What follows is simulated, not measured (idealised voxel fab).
This is a process module. Its name is voxel local oxidation.
Shown is cross-section cut, with a width of 210 nm and square cells of size 5 nm.
Cross-section = grid of square cells, listed top down in bands; band = one or more rows. In this notation a band is specified by the heights of its top and bottom, in that order and in nm, after which its materials appear from left to right, each paired with its width in nm. The word "edge to edge" attached to a single material means that material fills the band from edge to edge; the word "air" stands for empty space. Zero point of the height axis is 0; under it, received wafer = one material. Lowest band: continues down indefinitely, "top 0, no bottom". A width such as "30 to 40" changes by the same amount from each row of cells to the next, from the band's top row to its bottom row. Take "all unchanged" at face value: in the step it is given for, the cross-section changed in none of its cells. Closed-off voids of 8+ cells (no open route to the top) go in "Fully sealed voids", written width x height at distance from the left edge, in nm. after a step's settings: what the simulator itself notes on the step. The "overlay nm" setting may appear on a step's line; for a step that uses a mask, it gives how far to the right of its planned position the mask lay, and a negative value indicates the left.
[Listed below are the process steps as planned]
1. RECEIVE with material Si
2. CONFORMAL_DEP with material SiO2, thk nm 5
3. CONFORMAL_DEP with material SiN, thk nm 10
4. DIRECTIONAL_DEP with material aC, thk nm 10
5. PATTERN with tone cover, mask id ACTIVE, material resist, width nm 125, thk nm 25, overlay nm 0
6. DIRECTIONAL_ETCH with etch materials aC, depth nm 10
7. STRIP with etch materials resist
8. DIRECTIONAL_ETCH with etch materials SiN, depth nm 10
9. STRIP with etch materials aC
10. SELECTIVE_ETCH with etch materials SiO2, depth nm 5
11. OXIDIZE with depth nm 15
12. STRIP with etch materials SiN
[Of two wafers, the first: run according to plan]
[The cross-section here shows the wafer as received, i.e. in its state after step 1]
top 0, no bottom  Si edge to edge
Fully sealed voids: none
[Sectional view: wafer, after step 2]
top 5, bottom 0  SiO2 edge to edge
Nothing below the height 0 has changed.
[Sectional view: wafer, after step 3]
top 15, bottom 5  SiN edge to edge
Nothing below the height 5 has changed.
[Sectional view: wafer, after step 4]
top 25, bottom 15  aC edge to edge
Nothing below the height 15 has changed.
[Sectional view: wafer, after step 5]
top 50, bottom 25  air (40), then resist (125), then air (45)
Nothing below the height 25 has changed.
[Sectional view: wafer, after step 6]
top 40, bottom 25  air (40), then resist (125), then air (45)
top 25, bottom 15  air (40), then aC (125), then air (45)
Nothing below the height 15 has changed.
[Sectional view: wafer, after step 7]
top 25, bottom 15  air (40), then aC (125), then air (45)
Nothing below the height 15 has changed.
[Sectional view: wafer, after step 8]
top 25, bottom 15  air (40), then aC (125), then air (45)
top 15, bottom 5  air (40), then SiN (125), then air (45)
Nothing below the height 5 has changed.
[Sectional view: wafer, after step 9]
top 15, bottom 5  air (40), then SiN (125), then air (45)
Nothing below the height 5 has changed.
[Sectional view: wafer, after step 10]
top 15, bottom 5  air (40), then SiN (125), then air (45)
top 5, bottom 0  air (45), then SiO2 (115), then air (50)
Nothing below the height 0 has changed.
[Sectional view: wafer, after step 11]
top 15, bottom 5  air (40), then SiN (125), then air (45)
top 5, bottom 0  air (45), then SiO2 (115), then air (50)
top 0, bottom -15  SiO2 (60), then Si (85), then SiO2 (65)
Nothing below the height -15 has changed.
[Sectional view: wafer, after step 12]
top 5, bottom 0  air (45), then SiO2 (115), then air (50)
Nothing below the height 0 has changed.
[Second wafer. Start and plan as for the first. One mistake made in running. Agrees with the first up to and including step 4]
[Second wafer shown in cross-section at the time step 5 was slated to end]
top 50, bottom 25  air (45), then resist (125), then air (40)
Nothing below the height 25 has changed.
[Second wafer shown in cross-section at the time step 6 was slated to end]
top 40, bottom 25  air (45), then resist (125), then air (40)
top 25, bottom 15  air (45), then aC (125), then air (40)
Nothing below the height 15 has changed.
[Second wafer shown in cross-section at the time step 7 was slated to end]
top 25, bottom 15  air (45), then aC (125), then air (40)
Nothing below the height 15 has changed.
[Second wafer shown in cross-section at the time step 8 was slated to end]
top 25, bottom 15  air (45), then aC (125), then air (40)
top 15, bottom 5  air (45), then SiN (125), then air (40)
Nothing below the height 5 has changed.
[Second wafer shown in cross-section at the time step 9 was slated to end]
top 15, bottom 5  air (45), then SiN (125), then air (40)
Nothing below the height 5 has changed.
[Second wafer shown in cross-section at the time step 10 was slated to end]
top 15, bottom 5  air (45), then SiN (125), then air (40)
top 5, bottom 0  air (50), then SiO2 (115), then air (45)
Nothing below the height 0 has changed.
[Second wafer shown in cross-section at the time step 11 was slated to end]
top 15, bottom 5  air (45), then SiN (125), then air (40)
top 5, bottom 0  air (50), then SiO2 (115), then air (45)
top 0, bottom -15  SiO2 (65), then Si (85), then SiO2 (60)
Nothing below the height -15 has changed.
[Second wafer shown in cross-section at the time step 12 was slated to end]
top 5, bottom 0  air (50), then SiO2 (115), then air (45)
Nothing below the height 0 has changed.
So what did we get wrong on this run? planned and actual differ for step 5; actual: PATTERN with tone cover, mask id ACTIVE, material resist, width nm 125, thk nm 25, overlay nm 5
Cell counts per material: same on both final wafers. Positions: different.
